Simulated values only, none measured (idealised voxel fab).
process module | voxel self aligned vias
cross-section cut | 270 nm wide | cells 5 nm
A cross-section is a grid of square cells, given in bands from the top down. A band is one or more rows of cells.
Each band's line starts with the height of the band's top and of its bottom, in nm. Then come its materials from left to right, each with its width in nm. One material with "throughout" fills the band from edge to edge. "air" is empty space.
Height 0 is the level under which the wafer as received is all one material. The lowest band goes on downwards, as in "0 down".
A width such as "30 to 40" changes by the same amount from each row of cells to the next, from the band's top row to its bottom row.
"no change" after a step means that no cell of the cross-section changed.
closed voids: empty space of 8 cells or more with no open way to the top, each as width x height at its distance from the left edge, in nm
after a step's settings: what the simulator itself notes on the step
overlay nm, on a step with a mask: how far to the right of its planned place the mask lay; to the left if negative
plan
1 op RECEIVE | material Si
2 op CONFORMAL_DEP | material SiO2 | thk nm 10
3 op CONFORMAL_DEP | material SiCN | thk nm 5
4 op DIRECTIONAL_DEP | material SiO2 | thk nm 20
5 op MASKED_ETCH | tone open | mask id LINES | width nm 30 | pitch nm 60 | etch materials SiO2 | depth nm 20 | overlay nm 0
6 op CONFORMAL_DEP | material TiN | thk nm 5
7 op FILL_DEP | material Ru | thk nm 10
8 op CMP | height nm 35
9 op SELECTIVE_ETCH | etch materials W Ru TiN | depth nm 10
10 op FILL_DEP | material SiN | thk nm 10
11 op CMP | height nm 35
12 op DIRECTIONAL_DEP | material SiO2 | thk nm 15
13 op MASKED_ETCH | tone open | mask id VIAS | width nm 40 | etch materials SiO2 | depth nm 15 | overlay nm 0
14 op MASKED_ETCH | tone open | mask id VIAS | width nm 40 | etch materials SiN | depth nm 10 | overlay nm 0
15 op CONFORMAL_DEP | material TiN | thk nm 5
16 op FILL_DEP | material Ru | thk nm 10
17 op CMP | height nm 50
18 op CONFORMAL_DEP | material SiN | thk nm 5
as received, after step 1
  0 down: Si throughout
  closed voids: none
first wafer at the end, as planned
  55 to 50: SiN throughout
  50 to 40: SiO2 85 | TiN 5 | Ru 30 | TiN 5 | SiO2 145
  40 to 35: SiO2 85 | TiN 10 | Ru 20 | TiN 10 | SiO2 145
  35 to 30: SiO2 90 | TiN 5 | Ru 20 | TiN 5 | SiO2 30 | SiN 30 | SiO2 90
  30 to 25: SiO2 90 | TiN 30 | SiO2 30 | SiN 30 | SiO2 90
  25 to 20: SiO2 90 | TiN 5 | Ru 20 | TiN 5 | SiO2 30 | TiN 5 | Ru 20 | TiN 5 | SiO2 90
  20 to 15: SiO2 90 | TiN 30 | SiO2 30 | TiN 30 | SiO2 90
  15 to 10: SiCN throughout
  10 to 0: SiO2 throughout
  0 down: Si throughout
  closed voids: none
second wafer at the end: like start, like plan, one mistake
  55 to 50: SiN throughout
  50 to 40: SiO2 85 | TiN 5 | SiN 30 | TiN 5 | SiO2 145
  40 to 35: SiO2 85 | TiN 10 | SiN 20 | TiN 10 | SiO2 145
  35 to 30: SiO2 90 | TiN 5 | SiN 20 | TiN 5 | SiO2 30 | SiN 30 | SiO2 90
  30 to 25: SiO2 90 | TiN 30 | SiO2 30 | SiN 30 | SiO2 90
  25 to 20: SiO2 90 | TiN 5 | Ru 20 | TiN 5 | SiO2 30 | TiN 5 | Ru 20 | TiN 5 | SiO2 90
  20 to 15: SiO2 90 | TiN 30 | SiO2 30 | TiN 30 | SiO2 90
  15 to 10: SiCN throughout
  10 to 0: SiO2 throughout
  0 down: Si throughout
  closed voids: none
what went wrong: step 16 ran as: op FILL_DEP | material SiN | thk nm 10
at the end the second wafer has, in cells: 20 fewer of Ru | 20 more of SiN
